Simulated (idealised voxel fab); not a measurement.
Proc. module: voxel ribs on slabs
Cross-section cut: width 280 nm, square cells of 5 nm.
How to read a cross-section here: the picture is a grid of square cells, written as bands going from the top down, and any band can span one or more rows of cells. This entry defines a band. It first specifies the height of the band's top and the height of its bottom in nm, and then specifies the band's materials from left to right, stating each material with its width in nm. The word "throughout" identifies a single material that fills the band from edge to edge, while the word "empty" identifies empty space. The reference from which all heights are counted is 0, the level beneath which the as-received wafer is entirely one material; the lowest band, having no lower bound, proceeds downward and is written after the example "0 nm and below". Think of "30->40" as a width that walks from the first number to the second as you go down the band, top row to bottom row, taking equal-sized steps from row to row. Basically "no change occurred" means that step didn't change any cell in the cross-section. Look at "Trapped void list" for the closed voids: empty spaces with no open path to the top, sized 8 cells or up. Each is width x height at distance, distance from the left edge, all nm. after a step's settings: what the simulator itself notes on the step. "overlay nm" on a masked step: distance the mask lay right of its planned place, negative for left.

LIST OF PLANNED PROCESS STEPS
1: RECEIVE,material Si
2: DIRECTIONAL_DEP,material SiO2,thk nm 25
3: DIRECTIONAL_DEP,material SiN,thk nm 25
4: DIRECTIONAL_DEP,material aC,thk nm 15
5: PATTERN,tone cover,mask id RIB,material resist,width nm 30,thk nm 30,overlay nm 0
6: DIRECTIONAL_ETCH,etch materials aC,depth nm 15
7: STRIP,etch materials resist
8: DIRECTIONAL_ETCH,etch materials SiN,depth nm 15
9: STRIP,etch materials aC
10: PATTERN,tone cover,mask id SLAB,material resist,width nm 60,thk nm 20,overlay nm 0
11: DIRECTIONAL_ETCH,etch materials SiN,depth nm 10
12: STRIP,etch materials resist
13: FILL_DEP,material SiO2,thk nm 20
14: CMP,height nm 60
15: DIRECTIONAL_DEP,material TiN,thk nm 5
16: MASKED_ETCH,tone cover,mask id HEATER,width nm 40,etch materials TiN,depth nm 5,overlay nm 0
17: CONFORMAL_DEP,material SiN,thk nm 5

WHAT FOLLOWS COVERS THE FIRST OF TWO WAFERS; IT RAN AS PLANNED

HERE'S WHAT THE WAFER LOOKED LIKE IN CROSS-SECTION WHEN IT ARRIVED - THAT'S AFTER STEP 1
> 0 nm and below: Si throughout
> Trapped void list: none

CROSS-SECTION OF THE WAFER AFTER STEP 2
> 25 nm to 0 nm: SiO2 throughout
> For the remainder of the cross-section, below 0, there is no change.

CROSS-SECTION OF THE WAFER AFTER STEP 3
> 50 nm to 25 nm: SiN throughout
> For the remainder of the cross-section, below 25, there is no change.

CROSS-SECTION OF THE WAFER AFTER STEP 4
> 65 nm to 50 nm: aC throughout
> For the remainder of the cross-section, below 50, there is no change.

CROSS-SECTION OF THE WAFER AFTER STEP 5
> 95 nm to 65 nm: empty 125 nm  resist 30 nm  empty 125 nm
> For the remainder of the cross-section, below 65, there is no change.

CROSS-SECTION OF THE WAFER AFTER STEP 6
> 80 nm to 65 nm: empty 125 nm  resist 30 nm  empty 125 nm
> 65 nm to 50 nm: empty 125 nm  aC 30 nm  empty 125 nm
> For the remainder of the cross-section, below 50, there is no change.

CROSS-SECTION OF THE WAFER AFTER STEP 7
> 65 nm to 50 nm: empty 125 nm  aC 30 nm  empty 125 nm
> For the remainder of the cross-section, below 50, there is no change.

CROSS-SECTION OF THE WAFER AFTER STEP 8
> 65 nm to 50 nm: empty 125 nm  aC 30 nm  empty 125 nm
> 50 nm to 35 nm: empty 125 nm  SiN 30 nm  empty 125 nm
> For the remainder of the cross-section, below 35, there is no change.

CROSS-SECTION OF THE WAFER AFTER STEP 9
> 50 nm to 35 nm: empty 125 nm  SiN 30 nm  empty 125 nm
> For the remainder of the cross-section, below 35, there is no change.

CROSS-SECTION OF THE WAFER AFTER STEP 10
> 70 nm to 50 nm: empty 110 nm  resist 60 nm  empty 110 nm
> 50 nm to 35 nm: empty 110 nm  resist 15 nm  SiN 30 nm  resist 15 nm  empty 110 nm
> For the remainder of the cross-section, below 35, there is no change.

CROSS-SECTION OF THE WAFER AFTER STEP 11
> 70 nm to 50 nm: empty 110 nm  resist 60 nm  empty 110 nm
> 50 nm to 35 nm: empty 110 nm  resist 15 nm  SiN 30 nm  resist 15 nm  empty 110 nm
> 35 nm to 25 nm: empty 110 nm  SiN 60 nm  empty 110 nm
> For the remainder of the cross-section, below 25, there is no change.

CROSS-SECTION OF THE WAFER AFTER STEP 12
> 50 nm to 35 nm: empty 125 nm  SiN 30 nm  empty 125 nm
> For the remainder of the cross-section, below 35, there is no change.

CROSS-SECTION OF THE WAFER AFTER STEP 13
> 70 nm to 50 nm: SiO2 throughout
> 50 nm to 35 nm: SiO2 125 nm  SiN 30 nm  SiO2 125 nm
> 35 nm to 25 nm: SiO2 110 nm  SiN 60 nm  SiO2 110 nm
> For the remainder of the cross-section, below 25, there is no change.

CROSS-SECTION OF THE WAFER AFTER STEP 14
> 60 nm to 50 nm: SiO2 throughout
> For the remainder of the cross-section, below 50, there is no change.

CROSS-SECTION OF THE WAFER AFTER STEP 15
> 65 nm to 60 nm: TiN throughout
> For the remainder of the cross-section, below 60, there is no change.

CROSS-SECTION OF THE WAFER AFTER STEP 16
> 65 nm to 60 nm: empty 120 nm  TiN 40 nm  empty 120 nm
> For the remainder of the cross-section, below 60, there is no change.

CROSS-SECTION OF THE WAFER AFTER STEP 17
> 70 nm to 65 nm: empty 115 nm  SiN 50 nm  empty 115 nm
> 65 nm to 60 nm: SiN 120 nm  TiN 40 nm  SiN 120 nm
> For the remainder of the cross-section, below 60, there is no change.

IT IS TO BE NOTED THAT THE SECOND WAFER PROCEEDED FROM THE SAME INITIAL STATE AND ACCORDING TO THE SAME PLAN AS THE FIRST, ALTHOUGH ONE MISTAKE WAS COMMITTED IN ITS EXECUTION; THROUGH STEP 2, INCLUSIVE, THE TWO WAFERS SHARE AN IDENTICAL HISTORY

SECOND WAFER, CROSS-SECTION, PLANNED END OF STEP 3
> 40 nm to 25 nm: aC throughout
> For the remainder of the cross-section, below 25, there is no change.

SECOND WAFER, CROSS-SECTION, PLANNED END OF STEP 4
> 65 nm to 40 nm: SiN throughout
> For the remainder of the cross-section, below 40, there is no change.

SECOND WAFER, CROSS-SECTION, PLANNED END OF STEP 5
> 95 nm to 65 nm: empty 125 nm  resist 30 nm  empty 125 nm
> For the remainder of the cross-section, below 65, there is no change.

SECOND WAFER, CROSS-SECTION, PLANNED END OF STEP 6
> 80 nm to 65 nm: empty 125 nm  resist 30 nm  empty 125 nm
> For the remainder of the cross-section, below 65, there is no change.

SECOND WAFER, CROSS-SECTION, PLANNED END OF STEP 7
> 65 nm to 40 nm: SiN throughout
> For the remainder of the cross-section, below 40, there is no change.

SECOND WAFER, CROSS-SECTION, PLANNED END OF STEP 8
> 50 nm to 40 nm: SiN throughout
> For the remainder of the cross-section, below 40, there is no change.

Second wafer, cross-section, planned end of step 9: no change occurred

SECOND WAFER, CROSS-SECTION, PLANNED END OF STEP 10
> 70 nm to 50 nm: empty 110 nm  resist 60 nm  empty 110 nm
> For the remainder of the cross-section, below 50, there is no change.

SECOND WAFER, CROSS-SECTION, PLANNED END OF STEP 11
> 70 nm to 50 nm: empty 110 nm  resist 60 nm  empty 110 nm
> 50 nm to 40 nm: empty 110 nm  SiN 60 nm  empty 110 nm
> For the remainder of the cross-section, below 40, there is no change.

SECOND WAFER, CROSS-SECTION, PLANNED END OF STEP 12
> 50 nm to 40 nm: empty 110 nm  SiN 60 nm  empty 110 nm
> For the remainder of the cross-section, below 40, there is no change.

SECOND WAFER, CROSS-SECTION, PLANNED END OF STEP 13
> 70 nm to 50 nm: SiO2 throughout
> 50 nm to 40 nm: SiO2 110 nm  SiN 60 nm  SiO2 110 nm
> For the remainder of the cross-section, below 40, there is no change.

SECOND WAFER, CROSS-SECTION, PLANNED END OF STEP 14
> 60 nm to 50 nm: SiO2 throughout
> For the remainder of the cross-section, below 50, there is no change.

SECOND WAFER, CROSS-SECTION, PLANNED END OF STEP 15
> 65 nm to 60 nm: TiN throughout
> For the remainder of the cross-section, below 60, there is no change.

SECOND WAFER, CROSS-SECTION, PLANNED END OF STEP 16
> 65 nm to 60 nm: empty 120 nm  TiN 40 nm  empty 120 nm
> For the remainder of the cross-section, below 60, there is no change.

SECOND WAFER, CROSS-SECTION, PLANNED END OF STEP 17
> 70 nm to 65 nm: empty 115 nm  SiN 50 nm  empty 115 nm
> 65 nm to 60 nm: SiN 120 nm  TiN 40 nm  SiN 120 nm
> For the remainder of the cross-section, below 60, there is no change.
Diagnosis: steps 3 and 4 swapped
FYI, end of process, the second wafer has more or fewer cells of some materials than the first: SiN -18, SiO2 -150, aC +168
